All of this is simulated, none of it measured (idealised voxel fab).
Process module heading - voxel quadruple lines
Pictured: cross-section cut, 165 nm wide, on a grid of 5 nm square cells.
Think of the cross-section as a grid of square cells. We describe it in bands, top to bottom, and each band covers one or more rows of those cells. Quick guide to a band line: top height, bottom height (nm) up front; then every material left to right with its width in nm. Only one material and it's marked "throughout"? Then it fills the band edge to edge. And "empty" just means empty space. Heights are expressed relative to 0, this being the level below which the as-received wafer comprises one material exclusively. The lowest band is unbounded in the downward direction and is denoted as in "top 0, no bottom". You'd read "30..40" like this: the band's top row of cells is as wide as the first number, its bottom row is as wide as the second, and going down, every row changes width by the same amount as the row before did. "nothing changed" -> step changed no cross-section cell. Empty spaces counting at least 8 cells and having no open way to the top are listed in "Closed void list". The notation width x height at distance is used for each, the distance being from the left edge and all three values in nm. On a step's line, text after the settings is the simulator commenting on that step. overlay nm, on a step with a mask: how far to the right of its planned place the mask lay; to the left if negative.

# Planned step list for the process
1: op RECEIVE | material Si
2: op CONFORMAL_DEP | material SiO2 | thk nm 10
3: op DIRECTIONAL_DEP | material TiN | thk nm 15
4: op DIRECTIONAL_DEP | material polySi | thk nm 15
5: op DIRECTIONAL_DEP | material aC | thk nm 20
6: op PATTERN | tone cover | mask id MANDREL | material resist | width nm 25 | thk nm 30 | overlay nm 0
7: op DIRECTIONAL_ETCH | etch materials aC | depth nm 20
8: op STRIP | etch materials resist
9: op CONFORMAL_DEP | material SiO2 | thk nm 15
10: op DIRECTIONAL_ETCH | etch materials SiO2 | depth nm 15
11: op STRIP | etch materials aC
12: op DIRECTIONAL_ETCH | etch materials polySi | depth nm 15
13: op STRIP | etch materials SiO2
14: op CONFORMAL_DEP | material SiCN | thk nm 5
15: op DIRECTIONAL_ETCH | etch materials SiCN | depth nm 5
16: op STRIP | etch materials polySi
17: op DIRECTIONAL_ETCH | etch materials TiN | depth nm 15
18: op STRIP | etch materials SiCN

# This is the cross-section of the wafer as we received it, i.e. after step 1
top 0, no bottom | Si throughout
Closed void list: none

# Cross-sectional view of the first of the two wafers upon completion of the module, processed in accordance with the plan
top 25, bottom 10 | 50 empty / 5 TiN / 15 empty / 5 TiN / 15 empty / 5 TiN / 15 empty / 5 TiN / 50 empty
top 10, bottom 0 | SiO2 throughout
top 0, no bottom | Si throughout
Closed void list: none

# Wafer two, sectioned after the module: the first wafer's start, the first wafer's plan, and one mistake in how it was run
top 25, bottom 10 | 65 empty / 5 TiN / 25 empty / 5 TiN / 65 empty
top 10, bottom 0 | SiO2 throughout
top 0, no bottom | Si throughout
Closed void list: none
Heads up, the wafer didn't run the way we planned it: step 6 deviated from plan and actually ran as op PATTERN | tone open | mask id MANDREL | material resist | width nm 25 | thk nm 30 | overlay nm 0
Looking at both finished wafers in cells, the second ends up ahead of or behind the first on some materials: TiN -6
